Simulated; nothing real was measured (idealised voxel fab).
Name of the process module below: voxel ribs on slabs
The cross-section on display is named cut; it measures 140 nm wide, and its cells are 5 nm squares.
Bands, listed from the top down, are how a cross-section gets written in this document; the cross-section itself is a grid of square cells, and a band is one or more rows of them.
Look at the band entry: it leads with the top's height and the bottom's height in nm. Then it lists the materials left to right, with a width in nm for each. The word "full width" on a single material says that material fills the band edge to edge. The word "empty" is empty space.
Where do heights start? At 0: under that level the wafer as delivered is made of one material only. And the lowest band has no floor; it just carries on downward, as in "from 0 down".
The expression "30 to 40" gives the width at the extremes of the band, the first number at its top row of cells and the second at its bottom row, with the width changing by equal amounts from each row to the next in between.
"everything unchanged" -> step changed no cross-section cell.
Heads up: "Sealed cavities" only lists the empty pockets with no open path to the top that are 8 cells or more, and it writes them as width x height at distance, distance from the left edge, in nm.
Heads up: the bit after the settings on a step's line is the simulator's remark on that step.
A step line may carry the setting "overlay nm", which, for steps involving a mask, states the distance by which the mask lay to the right of its intended position; negative values denote displacement to the left.

# plan
1) op RECEIVE | material Si
2) op DIRECTIONAL_DEP | material SiO2 | thk nm 30
3) op DIRECTIONAL_DEP | material polySi | thk nm 15
4) op DIRECTIONAL_DEP | material aC | thk nm 10
5) op PATTERN | tone cover | mask id RIB | material resist | width nm 20 | thk nm 30 | overlay nm 0
6) op DIRECTIONAL_ETCH | etch materials aC | depth nm 10
7) op STRIP | etch materials resist
8) op DIRECTIONAL_ETCH | etch materials polySi | depth nm 5
9) op STRIP | etch materials aC
10) op MASKED_ETCH | tone cover | mask id SLAB | width nm 60 | etch materials polySi | depth nm 10 | overlay nm 0
11) op FILL_DEP | material SiO2 | thk nm 25
12) op CMP | height nm 65
13) op DIRECTIONAL_DEP | material TiN | thk nm 5
14) op DIRECTIONAL_DEP | material aC | thk nm 15
15) op PATTERN | tone cover | mask id HEATER | material resist | width nm 30 | thk nm 30 | overlay nm 0
16) op DIRECTIONAL_ETCH | etch materials aC | depth nm 15
17) op STRIP | etch materials resist
18) op DIRECTIONAL_ETCH | etch materials TiN | depth nm 5
19) op STRIP | etch materials aC
20) op CONFORMAL_DEP | material SiO2 | thk nm 5

# First out of two wafers; run went to plan

# Wafer cross-section on receipt, i.e. after step 1
* from 0 down = Si full width
* Sealed cavities: none

# Wafer after step 2 (cross-section)
* from 30 to 0 = SiO2 full width
* Note: structure below 0 unchanged.

# Wafer after step 3 (cross-section)
* from 45 to 30 = polySi full width
* Note: structure below 30 unchanged.

# Wafer after step 4 (cross-section)
* from 55 to 45 = aC full width
* Note: structure below 45 unchanged.

# Wafer after step 5 (cross-section)
* from 85 to 55 = 60 nm empty | 20 nm resist | 60 nm empty
* Note: structure below 55 unchanged.

# Wafer after step 6 (cross-section)
* from 75 to 55 = 60 nm empty | 20 nm resist | 60 nm empty
* from 55 to 45 = 60 nm empty | 20 nm aC | 60 nm empty
* Note: structure below 45 unchanged.

# Wafer after step 7 (cross-section)
* from 55 to 45 = 60 nm empty | 20 nm aC | 60 nm empty
* Note: structure below 45 unchanged.

# Wafer after step 8 (cross-section)
* from 55 to 45 = 60 nm empty | 20 nm aC | 60 nm empty
* from 45 to 40 = 60 nm empty | 20 nm polySi | 60 nm empty
* Note: structure below 40 unchanged.

# Wafer after step 9 (cross-section)
* from 45 to 40 = 60 nm empty | 20 nm polySi | 60 nm empty
* Note: structure below 40 unchanged.

# Wafer after step 10 (cross-section)
* from 45 to 40 = 60 nm empty | 20 nm polySi | 60 nm empty
* from 40 to 30 = 40 nm empty | 60 nm polySi | 40 nm empty
* Note: structure below 30 unchanged.

# Wafer after step 11 (cross-section)
* from 70 to 45 = SiO2 full width
* from 45 to 40 = 60 nm SiO2 | 20 nm polySi | 60 nm SiO2
* from 40 to 30 = 40 nm SiO2 | 60 nm polySi | 40 nm SiO2
* Note: structure below 30 unchanged.

# Wafer after step 12 (cross-section)
* from 65 to 45 = SiO2 full width
* Note: structure below 45 unchanged.

# Wafer after step 13 (cross-section)
* from 70 to 65 = TiN full width
* Note: structure below 65 unchanged.

# Wafer after step 14 (cross-section)
* from 85 to 70 = aC full width
* Note: structure below 70 unchanged.

# Wafer after step 15 (cross-section)
* from 115 to 85 = 55 nm empty | 30 nm resist | 55 nm empty
* Note: structure below 85 unchanged.

# Wafer after step 16 (cross-section)
* from 100 to 85 = 55 nm empty | 30 nm resist | 55 nm empty
* from 85 to 70 = 55 nm empty | 30 nm aC | 55 nm empty
* Note: structure below 70 unchanged.

# Wafer after step 17 (cross-section)
* from 85 to 70 = 55 nm empty | 30 nm aC | 55 nm empty
* Note: structure below 70 unchanged.

# Wafer after step 18 (cross-section)
* from 85 to 70 = 55 nm empty | 30 nm aC | 55 nm empty
* from 70 to 65 = 55 nm empty | 30 nm TiN | 55 nm empty
* Note: structure below 65 unchanged.

# Wafer after step 19 (cross-section)
* from 70 to 65 = 55 nm empty | 30 nm TiN | 55 nm empty
* Note: structure below 65 unchanged.

# Wafer after step 20 (cross-section)
* from 75 to 70 = 50 nm empty | 40 nm SiO2 | 50 nm empty
* from 70 to 65 = 55 nm SiO2 | 30 nm TiN | 55 nm SiO2
* Note: structure below 65 unchanged.

# For the second wafer, take the first wafer's start and plan, then add one mistake made in running it; everything through step 19, that step included, is shared with the first

Cross-sectional view of the second wafer at the intended end time of process step 20: everything unchanged
Error vs. plan: plan step 20 was not performed, having been skipped
Bottom line after processing is that, in cells, the second wafer is up or down on some materials versus the first: 30 fewer of SiO2
